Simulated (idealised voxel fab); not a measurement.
The process module that follows is named voxel self aligned contacts.
Section shown: cut. Width: 210 nm. Cell size: 5 nm, square.
Cross-section format: a grid of square cells, given as bands from top to bottom; each band is one or more rows of cells. Heights first: top, then bottom, in nm. Then materials, left to right, each with a width in nm. "everywhere" on a single material: fills the band edge to edge. "blank": empty space. Where do heights start? At 0: under that level the wafer as delivered is made of one material only. And the lowest band has no floor; it just carries on downward, as in "0 down". Quick explanation for "30 to 40": the width changes in equal steps down the rows of cells, from the first number in the band's top row to the second number in its bottom row. For the purposes of this document, the phrase "all unchanged" attached to a step denotes that no cell within the cross-section was modified by that step. Each empty space that has no open way to the top and spans at least 8 cells appears under "Enclosed void listing" as width x height at distance, the distance counted from the left edge, all in nm. If you see something after the settings on a step's line, that's the simulator's own remark about that step. "overlay nm" answers the question of how far to the right of plan the mask lay on a step that has a mask, and when it is negative the answer is to the left.

# This section lists the process steps that were planned
1 RECEIVE, material Si
2 CONFORMAL_DEP, material SiO2, thk nm 5
3 DIRECTIONAL_DEP, material polySi, thk nm 30
4 DIRECTIONAL_DEP, material SiN, thk nm 15
5 MASKED_ETCH, tone cover, mask id GATE, width nm 30, pitch nm 55, etch materials SiN, depth nm 15, overlay nm 0
6 MASKED_ETCH, tone cover, mask id GATE, width nm 30, pitch nm 55, etch materials polySi, depth nm 30, overlay nm 0
7 CONFORMAL_DEP, material SiN, thk nm 5
8 DIRECTIONAL_ETCH, etch materials SiN, depth nm 5
9 FILL_DEP, material SiO2, thk nm 20
10 CMP, height nm 60
11 MASKED_ETCH, tone open, mask id CONTACT, width nm 35, etch materials SiO2, depth nm 60, overlay nm 0
12 CONFORMAL_DEP, material TiN, thk nm 5
13 FILL_DEP, material Ru, thk nm 5
14 CMP, height nm 60
15 CONFORMAL_DEP, material SiCN, thk nm 5

# First out of two wafers; run went to plan

# The cross-section here shows the wafer as received, i.e. in its state after step 1
- 0 down: Si everywhere
- Enclosed void listing: none

# Upon completion of step 2, the wafer appears in cross-section as shown
- 5 to 0: SiO2 everywhere
- Nothing below the height 0 has changed.

# Upon completion of step 3, the wafer appears in cross-section as shown
- 35 to 5: polySi everywhere
- Nothing below the height 5 has changed.

# Upon completion of step 4, the wafer appears in cross-section as shown
- 50 to 35: SiN everywhere
- Nothing below the height 35 has changed.

# Upon completion of step 5, the wafer appears in cross-section as shown
- 50 to 35: blank=60; SiN=30; blank=25; SiN=30; blank=65
- Nothing below the height 35 has changed.

# Upon completion of step 6, the wafer appears in cross-section as shown
- 50 to 35: blank=60; SiN=30; blank=25; SiN=30; blank=65
- 35 to 5: blank=60; polySi=30; blank=25; polySi=30; blank=65
- Nothing below the height 5 has changed.

# Upon completion of step 7, the wafer appears in cross-section as shown
- 55 to 35: blank=55; SiN=40; blank=15; SiN=40; blank=60
- 35 to 10: blank=55; SiN=5; polySi=30; SiN=5; blank=15; SiN=5; polySi=30; SiN=5; blank=60
- 10 to 5: SiN=60; polySi=30; SiN=25; polySi=30; SiN=65
- Nothing below the height 5 has changed.

# Upon completion of step 8, the wafer appears in cross-section as shown
- 50 to 35: blank=55; SiN=40; blank=15; SiN=40; blank=60
- 35 to 5: blank=55; SiN=5; polySi=30; SiN=5; blank=15; SiN=5; polySi=30; SiN=5; blank=60
- Nothing below the height 5 has changed.

# Upon completion of step 9, the wafer appears in cross-section as shown
- 70 to 50: SiO2 everywhere
- 50 to 35: SiO2=55; SiN=40; SiO2=15; SiN=40; SiO2=60
- 35 to 5: SiO2=55; SiN=5; polySi=30; SiN=5; SiO2=15; SiN=5; polySi=30; SiN=5; SiO2=60
- Nothing below the height 5 has changed.

# Upon completion of step 10, the wafer appears in cross-section as shown
- 60 to 50: SiO2 everywhere
- Nothing below the height 50 has changed.

# Upon completion of step 11, the wafer appears in cross-section as shown
- 60 to 50: SiO2=85; blank=35; SiO2=90
- 50 to 35: SiO2=55; SiN=40; blank=15; SiN=40; SiO2=60
- 35 to 5: SiO2=55; SiN=5; polySi=30; SiN=5; blank=15; SiN=5; polySi=30; SiN=5; SiO2=60
- 5 to 0: SiO2=95; blank=15; SiO2=100
- Nothing below the height 0 has changed.

# Upon completion of step 12, the wafer appears in cross-section as shown
- 65 to 60: TiN=90; blank=25; TiN=95
- 60 to 50: SiO2=85; TiN=5 to 15; blank=25 to 5; TiN=5 to 15; SiO2=90
- 50 to 35: SiO2=55; SiN=40; TiN=5; blank=5; TiN=5; SiN=40; SiO2=60
- 35 to 5: SiO2=55; SiN=5; polySi=30; SiN=5; TiN=5; blank=5; TiN=5; SiN=5; polySi=30; SiN=5; SiO2=60
- 5 to 0: SiO2=95; TiN=15; SiO2=100
- Nothing below the height 0 has changed.

# Upon completion of step 13, the wafer appears in cross-section as shown
- 70 to 65: Ru everywhere
- 65 to 60: TiN=90; Ru=25; TiN=95
- 60 to 50: SiO2=85; TiN=5 to 15; Ru=25 to 5; TiN=5 to 15; SiO2=90
- 50 to 35: SiO2=55; SiN=40; TiN=5; Ru=5; TiN=5; SiN=40; SiO2=60
- 35 to 5: SiO2=55; SiN=5; polySi=30; SiN=5; TiN=5; Ru=5; TiN=5; SiN=5; polySi=30; SiN=5; SiO2=60
- Nothing below the height 5 has changed.

# Upon completion of step 14, the wafer appears in cross-section as shown
- 60 to 50: SiO2=85; TiN=5 to 15; Ru=25 to 5; TiN=5 to 15; SiO2=90
- Nothing below the height 50 has changed.

# Upon completion of step 15, the wafer appears in cross-section as shown
- 65 to 60: SiCN everywhere
- Nothing below the height 60 has changed.

# For the second wafer, take the first wafer's start and plan, then add one mistake made in running it; everything through step 1, that step included, is shared with the first

The second wafer cut through, at the time step 2 was supposed to be finished: all unchanged

# The second wafer cut through, at the time step 3 was supposed to be finished
- 30 to 0: polySi everywhere
- Nothing below the height 0 has changed.

# The second wafer cut through, at the time step 4 was supposed to be finished
- 45 to 30: SiN everywhere
- Nothing below the height 30 has changed.

# The second wafer cut through, at the time step 5 was supposed to be finished
- 45 to 30: blank=60; SiN=30; blank=25; SiN=30; blank=65
- Nothing below the height 30 has changed.

# The second wafer cut through, at the time step 6 was supposed to be finished
- 45 to 30: blank=60; SiN=30; blank=25; SiN=30; blank=65
- 30 to 0: blank=60; polySi=30; blank=25; polySi=30; blank=65
- Nothing below the height 0 has changed.

# The second wafer cut through, at the time step 7 was supposed to be finished
- 50 to 30: blank=55; SiN=40; blank=15; SiN=40; blank=60
- 30 to 5: blank=55; SiN=5; polySi=30; SiN=5; blank=15; SiN=5; polySi=30; SiN=5; blank=60
- 5 to 0: SiN=60; polySi=30; SiN=25; polySi=30; SiN=65
- Nothing below the height 0 has changed.

# The second wafer cut through, at the time step 8 was supposed to be finished
- 45 to 30: blank=55; SiN=40; blank=15; SiN=40; blank=60
- 30 to 0: blank=55; SiN=5; polySi=30; SiN=5; blank=15; SiN=5; polySi=30; SiN=5; blank=60
- Nothing below the height 0 has changed.

# The second wafer cut through, at the time step 9 was supposed to be finished
- 65 to 45: SiO2 everywhere
- 45 to 30: SiO2=55; SiN=40; SiO2=15; SiN=40; SiO2=60
- 30 to 0: SiO2=55; SiN=5; polySi=30; SiN=5; SiO2=15; SiN=5; polySi=30; SiN=5; SiO2=60
- Nothing below the height 0 has changed.

# The second wafer cut through, at the time step 10 was supposed to be finished
- 60 to 45: SiO2 everywhere
- Nothing below the height 45 has changed.

# The second wafer cut through, at the time step 11 was supposed to be finished
- 60 to 45: SiO2=85; blank=35; SiO2=90
- 45 to 30: SiO2=55; SiN=40; blank=15; SiN=40; SiO2=60
- 30 to 0: SiO2=55; SiN=5; polySi=30; SiN=5; blank=15; SiN=5; polySi=30; SiN=5; SiO2=60
- Nothing below the height 0 has changed.

# The second wafer cut through, at the time step 12 was supposed to be finished
- 65 to 60: TiN=90; blank=25; TiN=95
- 60 to 50: SiO2=85; TiN=5; blank=25; TiN=5; SiO2=90
- 50 to 45: SiO2=85; TiN=15; blank=5; TiN=15; SiO2=90
- 45 to 30: SiO2=55; SiN=40; TiN=5; blank=5; TiN=5; SiN=40; SiO2=60
- 30 to 5: SiO2=55; SiN=5; polySi=30; SiN=5; TiN=5; blank=5; TiN=5; SiN=5; polySi=30; SiN=5; SiO2=60
- 5 to 0: SiO2=55; SiN=5; polySi=30; SiN=5; TiN=15; SiN=5; polySi=30; SiN=5; SiO2=60
- Nothing below the height 0 has changed.

# The second wafer cut through, at the time step 13 was supposed to be finished
- 70 to 65: Ru everywhere
- 65 to 60: TiN=90; Ru=25; TiN=95
- 60 to 50: SiO2=85; TiN=5; Ru=25; TiN=5; SiO2=90
- 50 to 45: SiO2=85; TiN=15; Ru=5; TiN=15; SiO2=90
- 45 to 30: SiO2=55; SiN=40; TiN=5; Ru=5; TiN=5; SiN=40; SiO2=60
- 30 to 5: SiO2=55; SiN=5; polySi=30; SiN=5; TiN=5; Ru=5; TiN=5; SiN=5; polySi=30; SiN=5; SiO2=60
- Nothing below the height 5 has changed.

# The second wafer cut through, at the time step 14 was supposed to be finished
- 60 to 50: SiO2=85; TiN=5; Ru=25; TiN=5; SiO2=90
- Nothing below the height 50 has changed.

# The second wafer cut through, at the time step 15 was supposed to be finished
- 65 to 60: SiCN everywhere
- Nothing below the height 60 has changed.
Short version of what went wrong: step 2 from the plan never happened, it was just skipped
In the final state, the cell counts of the second wafer exceed or fall short of those of the first for the following materials: Ru: 4 more | SiO2: 4 fewer
